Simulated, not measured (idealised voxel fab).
process module | voxel air gaps
cross-section cut | 230 nm wide | cells 5 nm
A cross-section is a grid of square cells, given in bands from the top down. A band is one or more rows of cells.
Each band's line starts with the height of the band's top and of its bottom, in nm. Then come its materials from left to right, each with its width in nm. One material with "throughout" fills the band from edge to edge. "air" is empty space.
Height 0 is the level under which the wafer as received is all one material. The lowest band goes on downwards, as in "0 down".
A width such as "30 to 40" changes by the same amount from each row of cells to the next, from the band's top row to its bottom row.
"no change" after a step means that no cell of the cross-section changed.
closed voids: empty space of 8 cells or more with no open way to the top, each as width x height at its distance from the left edge, in nm
after a step's settings: what the simulator itself notes on the step
overlay nm, on a step with a mask: how far to the right of its planned place the mask lay; to the left if negative
plan
1 op RECEIVE | material Si
2 op CONFORMAL_DEP | material SiO2 | thk nm 10
3 op CONFORMAL_DEP | material SiN | thk nm 5
4 op DIRECTIONAL_DEP | material lowk | thk nm 40
5 op PATTERN | tone open | mask id LINES | material resist | width nm 20 | pitch nm 45 | thk nm 20 | overlay nm 0
6 op DIRECTIONAL_ETCH | etch materials lowk | depth nm 40
7 op STRIP | etch materials resist
8 op CONFORMAL_DEP | material TiN | thk nm 5
9 op FILL_DEP | material Ru | thk nm 5
10 op CMP | height nm 55
11 op EPI | material Ru | thk nm 10
12 op SELECTIVE_ETCH | etch materials lowk | depth nm 50
13 op CONFORMAL_DEP | material SiCN | thk nm 5
first wafer, as planned
as received, after step 1
  0 down: Si throughout
  closed voids: none
after step 2
  10 to 0: SiO2 throughout
  below 0: unchanged
after step 3
  15 to 10: SiN throughout
  below 10: unchanged
after step 4
  55 to 15: lowk throughout
  below 15: unchanged
after step 5
  75 to 55: resist 35 | air 20 | resist 25 | air 20 | resist 25 | air 20 | resist 25 | air 20 | resist 40
  below 55: unchanged
after step 6
  75 to 55: resist 35 | air 20 | resist 25 | air 20 | resist 25 | air 20 | resist 25 | air 20 | resist 40
  55 to 15: lowk 35 | air 20 | lowk 25 | air 20 | lowk 25 | air 20 | lowk 25 | air 20 | lowk 40
  below 15: unchanged
after step 7
  55 to 15: lowk 35 | air 20 | lowk 25 | air 20 | lowk 25 | air 20 | lowk 25 | air 20 | lowk 40
  below 15: unchanged
after step 8
  60 to 55: TiN 40 | air 10 | TiN 35 | air 10 | TiN 35 | air 10 | TiN 35 | air 10 | TiN 45
  55 to 20: lowk 35 | TiN 5 | air 10 | TiN 5 | lowk 25 | TiN 5 | air 10 | TiN 5 | lowk 25 | TiN 5 | air 10 | TiN 5 | lowk 25 | TiN 5 | air 10 | TiN 5 | lowk 40
  20 to 15: lowk 35 | TiN 20 | lowk 25 | TiN 20 | lowk 25 | TiN 20 | lowk 25 | TiN 20 | lowk 40
  below 15: unchanged
after step 9
  65 to 60: Ru throughout
  60 to 55: TiN 40 | Ru 10 | TiN 35 | Ru 10 | TiN 35 | Ru 10 | TiN 35 | Ru 10 | TiN 45
  55 to 20: lowk 35 | TiN 5 | Ru 10 | TiN 5 | lowk 25 | TiN 5 | Ru 10 | TiN 5 | lowk 25 | TiN 5 | Ru 10 | TiN 5 | lowk 25 | TiN 5 | Ru 10 | TiN 5 | lowk 40
  below 20: unchanged
after step 10
  55 to 20: lowk 35 | TiN 5 | Ru 10 | TiN 5 | lowk 25 | TiN 5 | Ru 10 | TiN 5 | lowk 25 | TiN 5 | Ru 10 | TiN 5 | lowk 25 | TiN 5 | Ru 10 | TiN 5 | lowk 40
  below 20: unchanged
after step 11
  65 to 55: air 25 | Ru 40 | air 5 | Ru 40 | air 5 | Ru 40 | air 5 | Ru 40 | air 30
  below 55: unchanged
after step 12
  65 to 55: air 25 | Ru 40 | air 5 | Ru 40 | air 5 | Ru 40 | air 5 | Ru 40 | air 30
  55 to 20: air 35 | TiN 5 | Ru 10 | TiN 5 | air 25 | TiN 5 | Ru 10 | TiN 5 | air 25 | TiN 5 | Ru 10 | TiN 5 | air 25 | TiN 5 | Ru 10 | TiN 5 | air 40
  20 to 15: air 35 | TiN 20 | air 25 | TiN 20 | air 25 | TiN 20 | air 25 | TiN 20 | air 40
  below 15: unchanged
after step 13
  70 to 65: air 20 | SiCN 185 | air 25
  65 to 55: air 20 | SiCN 5 | Ru 40 | SiCN 5 | Ru 40 | SiCN 5 | Ru 40 | SiCN 5 | Ru 40 | SiCN 5 | air 25
  55 to 50: air 20 | SiCN 15 | TiN 5 | Ru 10 | TiN 5 | SiCN 25 | TiN 5 | Ru 10 | TiN 5 | SiCN 25 | TiN 5 | Ru 10 | TiN 5 | SiCN 25 | TiN 5 | Ru 10 | TiN 5 | SiCN 15 | air 25
  50 to 20: air 30 | SiCN 5 | TiN 5 | Ru 10 | TiN 5 | SiCN 5 | air 15 | SiCN 5 | TiN 5 | Ru 10 | TiN 5 | SiCN 5 | air 15 | SiCN 5 | TiN 5 | Ru 10 | TiN 5 | SiCN 5 | air 15 | SiCN 5 | TiN 5 | Ru 10 | TiN 5 | SiCN 5 | air 35
  20 to 15: SiCN 35 | TiN 20 | SiCN 25 | TiN 20 | SiCN 25 | TiN 20 | SiCN 25 | TiN 20 | SiCN 40
  below 15: unchanged
  closed voids: 15 x 30 at 60; 15 x 30 at 105; 15 x 30 at 150
second wafer: like start, like plan, one mistake. Through step 2 it matches the first wafer
when step 3 should have ended
  50 to 10: lowk throughout
  below 10: unchanged
when step 4 should have ended
  55 to 50: SiN throughout
  below 50: unchanged
when step 5 should have ended
  75 to 55: resist 35 | air 20 | resist 25 | air 20 | resist 25 | air 20 | resist 25 | air 20 | resist 40
  below 55: unchanged
when step 6 should have ended: no change
when step 7 should have ended
  55 to 50: SiN throughout
  below 50: unchanged
when step 8 should have ended
  60 to 55: TiN throughout
  below 55: unchanged
when step 9 should have ended
  65 to 60: Ru throughout
  below 60: unchanged
when step 10 should have ended
  55 to 50: SiN throughout
  below 50: unchanged
when step 11 should have ended: no change
when step 12 should have ended: no change
when step 13 should have ended
  60 to 55: SiCN throughout
  below 55: unchanged
what went wrong: steps 3 and 4 were swapped
at the end the second wafer has, in cells: 120 fewer of Ru | 100 fewer of SiCN | 72 fewer of TiN | 368 more of lowk
closed voids at the end (first wafer, second wafer): 3, 0
